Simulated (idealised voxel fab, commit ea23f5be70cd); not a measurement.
The following process module bears the name voxel trench capacitor.
Section cut is 285 nm wide and gridded with 5 nm square cells.
A cross-section is a grid of square cells, given in bands from the top down. A band is one or more rows of cells. Top, bottom (nm), then materials left to right with widths (nm); lone material tagged "everywhere" fills the whole band edge to edge; "blank" = empty space. Height is counted from the level 0, under which the received wafer is composed throughout of one material. The lowest of the bands is not closed at the bottom but continues downward, in the notation "0..down". A width such as "30 to 40" changes by the same amount from each row of cells to the next, from the band's top row to its bottom row. "remains unaltered" after a step means that no cell of the cross-section changed. The label "Fully enclosed voids" introduces a list of the empty spaces, 8 cells or larger, that have no open way up to the top; each entry in it reads width x height at distance, where the distance is taken from the left edge and all three are stated in nm. Note: text after step settings on the step line = simulator remark on that step. "overlay nm", when on a step's line for a step with a mask, measures how far to the right of its planned place the mask lay; a negative measure means to the left.
## Planned process steps
1. RECEIVE: material Si
2. CONFORMAL_DEP: material SiN, thk nm 10
3. MASKED_ETCH: tone open, mask id TRENCH, width nm 15, pitch nm 35, etch materials SiN, depth nm 10, overlay nm 0
4. MASKED_ETCH: tone open, mask id TRENCH, width nm 15, pitch nm 35, etch materials Si, depth nm 25, overlay nm 0
5. CONFORMAL_DEP: material Al2O3, thk nm 5
6. FILL_DEP: material polySi, thk nm 10
7. CMP: height nm 10
## Cross-sectional view of the wafer in its as-received condition, corresponding to the state after step 1
	0..down  Si everywhere
	Fully enclosed voids: none
## First of two wafers, end-of-module section, run followed plan
	10..0  SiN 115 | Al2O3 5 | polySi 5 | Al2O3 5 | SiN 20 | Al2O3 5 | polySi 5 | Al2O3 5 | SiN 120
	0..-20  Si 115 | Al2O3 5 | polySi 5 | Al2O3 5 | Si 20 | Al2O3 5 | polySi 5 | Al2O3 5 | Si 120
	-20..-25  Si 115 | Al2O3 15 | Si 20 | Al2O3 15 | Si 120
	-25..down  Si everywhere
	Fully enclosed voids: none
## This cross-section belongs to the second wafer of two at the end of the module; the start and the plan were shared with the first, and the run included one mistake
	10..0  SiN 115 | Al2O3 5 | polySi 5 | Al2O3 5 | SiN 20 | Al2O3 5 | polySi 5 | Al2O3 5 | SiN 120
	0..-15  Si 115 | Al2O3 5 | polySi 5 | Al2O3 5 | Si 20 | Al2O3 5 | polySi 5 | Al2O3 5 | Si 120
	-15..-20  Si 115 | Al2O3 15 | Si 20 | Al2O3 15 | Si 120
	-20..down  Si everywhere
	Fully enclosed voids: none
What went wrong in running the wafer? step 4 ran with different settings than intended, the actual operation and settings being MASKED_ETCH: tone open, mask id TRENCH, width nm 15, pitch nm 35, etch materials Si, depth nm 20, overlay nm 0
Once processing is complete, comparing cell counts shows that the second wafer has more or fewer of certain materials than the first: Al2O3: 4 fewer; Si: 6 more; polySi: 2 fewer
